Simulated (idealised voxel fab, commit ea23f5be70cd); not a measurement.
Presented below is a process module, voxel wiring stack.
For reference, the cross-section in this document is cut, with width 200 nm and square cells of 5 nm.
Cross-section format: a grid of square cells, given as bands from top to bottom; each band is one or more rows of cells. Look at the band entry: it leads with the top's height and the bottom's height in nm. Then it lists the materials left to right, with a width in nm for each. The word "edge to edge" on a single material says that material fills the band edge to edge. The word "blank" is empty space. Height datum 0, below which the as-received substrate wafer is one material. Lowest band open at the bottom, running downward: "0 and below". With a width like "30 to 40", each row of cells in the band differs from the next by the same amount, the top row carrying the first number and the bottom row the second. "same as before" -> step changed no cross-section cell. Cavities, sealed: empty space of 8 cells or more with no open way to the top, each as width x height at its distance from the left edge, in nm. Anything after a step's settings on that line? It's the simulator's own note about the step. overlay nm: where the mask lay relative to plan, measured to the right, on steps with a mask; negatives go left.

HERE'S WHAT THE PLANNED PROCESS STEPS LOOK LIKE
1 RECEIVE,material Si
2 CONFORMAL_DEP,material SiO2,thk nm 15
3 CONFORMAL_DEP,material SiN,thk nm 5
4 DIRECTIONAL_DEP,material SiO2,thk nm 15
5 DIRECTIONAL_DEP,material aC,thk nm 15
6 PATTERN,tone open,mask id METAL_1,material resist,width nm 25,pitch nm 55,thk nm 30,overlay nm 0
7 DIRECTIONAL_ETCH,etch materials aC,depth nm 15
8 STRIP,etch materials resist
9 DIRECTIONAL_ETCH,etch materials SiO2,depth nm 15
10 DIRECTIONAL_ETCH,etch materials SiN,depth nm 5
11 STRIP,etch materials aC
12 CONFORMAL_DEP,material TiN,thk nm 5
13 FILL_DEP,material Cu,thk nm 5
14 CMP,height nm 35
15 EPI,material Ru,thk nm 5
16 FILL_DEP,material SiCN,thk nm 5
17 DIRECTIONAL_DEP,material lowk,thk nm 20
18 DIRECTIONAL_DEP,material aC,thk nm 15
19 PATTERN,tone open,mask id PLUG_1,material resist,width nm 15,pitch nm 110,thk nm 30,overlay nm 0
20 DIRECTIONAL_ETCH,etch materials aC,depth nm 15
21 STRIP,etch materials resist
22 DIRECTIONAL_ETCH,etch materials lowk,depth nm 20
23 DIRECTIONAL_ETCH,etch materials SiCN,depth nm 5
24 STRIP,etch materials aC
25 EPI,material Ru,thk nm 10
26 EPI,material Ru,thk nm 10
27 EPI,material Ru,thk nm 5
28 CONFORMAL_DEP,material SiN,thk nm 5
29 DIRECTIONAL_DEP,material lowk,thk nm 20
30 MASKED_ETCH,tone open,mask id METAL_2,width nm 25,pitch nm 55,etch materials lowk,depth nm 20,overlay nm 0
31 MASKED_ETCH,tone open,mask id METAL_2,width nm 25,pitch nm 55,etch materials SiN,depth nm 5,overlay nm 0
32 CONFORMAL_DEP,material TiN,thk nm 5
33 FILL_DEP,material Ru,thk nm 5
34 CMP,height nm 90
35 EPI,material Ru,thk nm 5
36 FILL_DEP,material SiCN,thk nm 5
37 DIRECTIONAL_DEP,material lowk,thk nm 30
38 PATTERN,tone open,mask id METAL_3_HOLES,material resist,width nm 15,pitch nm 110,thk nm 15,overlay nm 0
39 DIRECTIONAL_ETCH,etch materials lowk,depth nm 30
40 STRIP,etch materials resist
41 MASKED_ETCH,tone open,mask id METAL_3,width nm 25,pitch nm 55,etch materials lowk,depth nm 15,overlay nm 0
42 MASKED_ETCH,tone open,mask id METAL_3,width nm 25,pitch nm 55,etch materials SiCN,depth nm 5,overlay nm 0
43 CONFORMAL_DEP,material TiN,thk nm 5
44 FILL_DEP,material Cu,thk nm 10
45 CMP,height nm 130
46 CONFORMAL_DEP,material SiCN,thk nm 5
47 DIRECTIONAL_DEP,material SiO2,thk nm 20
48 MASKED_ETCH,tone open,mask id PLUG_3,width nm 15,pitch nm 110,etch materials SiO2,depth nm 20,overlay nm 0
49 MASKED_ETCH,tone open,mask id PLUG_3,width nm 15,pitch nm 110,etch materials SiCN,depth nm 5,overlay nm 0
50 EPI,material Ru,thk nm 10
51 EPI,material Ru,thk nm 10
52 EPI,material Ru,thk nm 5
53 CONFORMAL_DEP,material SiN,thk nm 5
54 DIRECTIONAL_DEP,material SiO2,thk nm 25
55 PATTERN,tone open,mask id METAL_4,material resist,width nm 25,pitch nm 55,thk nm 20,overlay nm 0
56 DIRECTIONAL_ETCH,etch materials SiO2,depth nm 25
57 DIRECTIONAL_ETCH,etch materials SiN,depth nm 5
58 STRIP,etch materials resist
59 CONFORMAL_DEP,material TiN,thk nm 5
60 FILL_DEP,material Cu,thk nm 5
61 CMP,height nm 185
62 CONFORMAL_DEP,material SiN,thk nm 5

CROSS-SECTION: WAFER ON ARRIVAL = AFTER STEP 1
> 0 and below = Si edge to edge
> Cavities, sealed: none

THE FIRST OF THE TWO WAFERS AS SEEN IN CROSS-SECTION ONCE THE MODULE WAS FINISHED; PROCESSING FOLLOWED THE PLAN
> 190 down to 185 = SiN edge to edge
> 185 down to 160 = SiO2: 30, TiN: 5, Cu: 15, TiN: 5, SiO2: 30, TiN: 5, Cu: 15, TiN: 5, SiO2: 30, TiN: 5, Cu: 15, TiN: 5, SiO2: 35
> 160 down to 155 = SiN: 30, TiN: 25, SiN: 30, TiN: 25, SiN: 30, TiN: 25, SiN: 35
> 155 down to 135 = SiO2: 30, Ru: 15, SiO2: 95, Ru: 15, SiO2: 45
> 135 down to 130 = SiCN: 30, Ru: 15, SiCN: 95, Ru: 15, SiCN: 45
> 130 down to 120 = lowk: 30, TiN: 5, Cu: 15, TiN: 5, lowk: 30, TiN: 5, Cu: 15, TiN: 5, lowk: 30, TiN: 5, Cu: 15, TiN: 5, lowk: 35
> 120 down to 115 = lowk: 30, TiN: 5, Cu: 5, TiN: 15, lowk: 30, TiN: 25, lowk: 30, TiN: 5, Cu: 5, TiN: 15, lowk: 35
> 115 down to 100 = lowk: 30, TiN: 5, Cu: 5, TiN: 5, lowk: 95, TiN: 5, Cu: 5, TiN: 5, lowk: 45
> 100 down to 95 = SiCN: 30, TiN: 15, SiCN: 95, TiN: 15, SiCN: 45
> 95 down to 90 = SiCN: 25, Ru: 35, SiCN: 20, Ru: 35, SiCN: 20, Ru: 35, SiCN: 30
> 90 down to 70 = lowk: 30, TiN: 5, Ru: 15, TiN: 5, lowk: 30, TiN: 5, Ru: 15, TiN: 5, lowk: 30, TiN: 5, Ru: 15, TiN: 5, lowk: 35
> 70 down to 65 = SiN: 30, TiN: 25, SiN: 30, TiN: 25, SiN: 30, TiN: 25, SiN: 35
> 65 down to 45 = lowk: 30, Ru: 15, lowk: 95, Ru: 15, lowk: 45
> 45 down to 40 = SiCN: 30, Ru: 15, SiCN: 95, Ru: 15, SiCN: 45
> 40 down to 35 = SiCN: 25, Ru: 35, SiCN: 20, Ru: 35, SiCN: 20, Ru: 35, SiCN: 30
> 35 down to 20 = SiO2: 30, TiN: 5, Cu: 15, TiN: 5, SiO2: 30, TiN: 5, Cu: 15, TiN: 5, SiO2: 30, TiN: 5, Cu: 15, TiN: 5, SiO2: 35
> 20 down to 15 = SiN: 30, TiN: 25, SiN: 30, TiN: 25, SiN: 30, TiN: 25, SiN: 35
> 15 down to 0 = SiO2 edge to edge
> 0 and below = Si edge to edge
> Cavities, sealed: none

CROSS-SECTION, SECOND WAFER: SAME START AS THE FIRST, SAME PLAN AS THE FIRST, ONE MISTAKE IN RUNNING IT; TAKEN AT THE END OF THE MODULE
> 190 down to 185 = SiN edge to edge
> 185 down to 160 = SiO2: 30, TiN: 5, Cu: 15, TiN: 5, SiO2: 30, TiN: 5, Cu: 15, TiN: 5, SiO2: 30, TiN: 5, Cu: 15, TiN: 5, SiO2: 35
> 160 down to 155 = SiN: 30, TiN: 25, SiN: 30, TiN: 25, SiN: 30, TiN: 25, SiN: 35
> 155 down to 135 = SiO2: 30, Ru: 15, SiO2: 95, Ru: 15, SiO2: 45
> 135 down to 130 = SiCN: 30, Ru: 15, SiCN: 95, Ru: 15, SiCN: 45
> 130 down to 120 = Cu: 40, TiN: 5, lowk: 10, TiN: 5, Cu: 20, TiN: 5, lowk: 25, TiN: 5, Cu: 35, TiN: 5, lowk: 10, TiN: 5, Cu: 30
> 120 down to 115 = TiN: 35, Cu: 5, TiN: 5, lowk: 10, TiN: 30, lowk: 25, TiN: 35, Cu: 5, TiN: 5, lowk: 10, TiN: 35
> 115 down to 100 = lowk: 30, TiN: 5, Cu: 5, TiN: 5, lowk: 95, TiN: 5, Cu: 5, TiN: 5, lowk: 45
> 100 down to 95 = SiCN: 30, TiN: 15, SiCN: 95, TiN: 15, SiCN: 45
> 95 down to 90 = SiCN: 25, Ru: 35, SiCN: 20, Ru: 35, SiCN: 20, Ru: 35, SiCN: 30
> 90 down to 70 = lowk: 30, TiN: 5, Ru: 15, TiN: 5, lowk: 30, TiN: 5, Ru: 15, TiN: 5, lowk: 30, TiN: 5, Ru: 15, TiN: 5, lowk: 35
> 70 down to 65 = SiN: 30, TiN: 25, SiN: 30, TiN: 25, SiN: 30, TiN: 25, SiN: 35
> 65 down to 45 = lowk: 30, Ru: 15, lowk: 95, Ru: 15, lowk: 45
> 45 down to 40 = SiCN: 30, Ru: 15, SiCN: 95, Ru: 15, SiCN: 45
> 40 down to 35 = SiCN: 25, Ru: 35, SiCN: 20, Ru: 35, SiCN: 20, Ru: 35, SiCN: 30
> 35 down to 20 = SiO2: 30, TiN: 5, Cu: 15, TiN: 5, SiO2: 30, TiN: 5, Cu: 15, TiN: 5, SiO2: 30, TiN: 5, Cu: 15, TiN: 5, SiO2: 35
> 20 down to 15 = SiN: 30, TiN: 25, SiN: 30, TiN: 25, SiN: 30, TiN: 25, SiN: 35
> 15 down to 0 = SiO2 edge to edge
> 0 and below = Si edge to edge
> Cavities, sealed: none
what went wrong: rather than as planned, step 41 actually ran as MASKED_ETCH,tone cover,mask id METAL_3,width nm 25,pitch nm 55,etch materials lowk,depth nm 15,overlay nm 0
Final difference in cells, second wafer against first, listed per material as more or fewer: Cu: 32 more, TiN: 16 more, lowk: 48 fewer
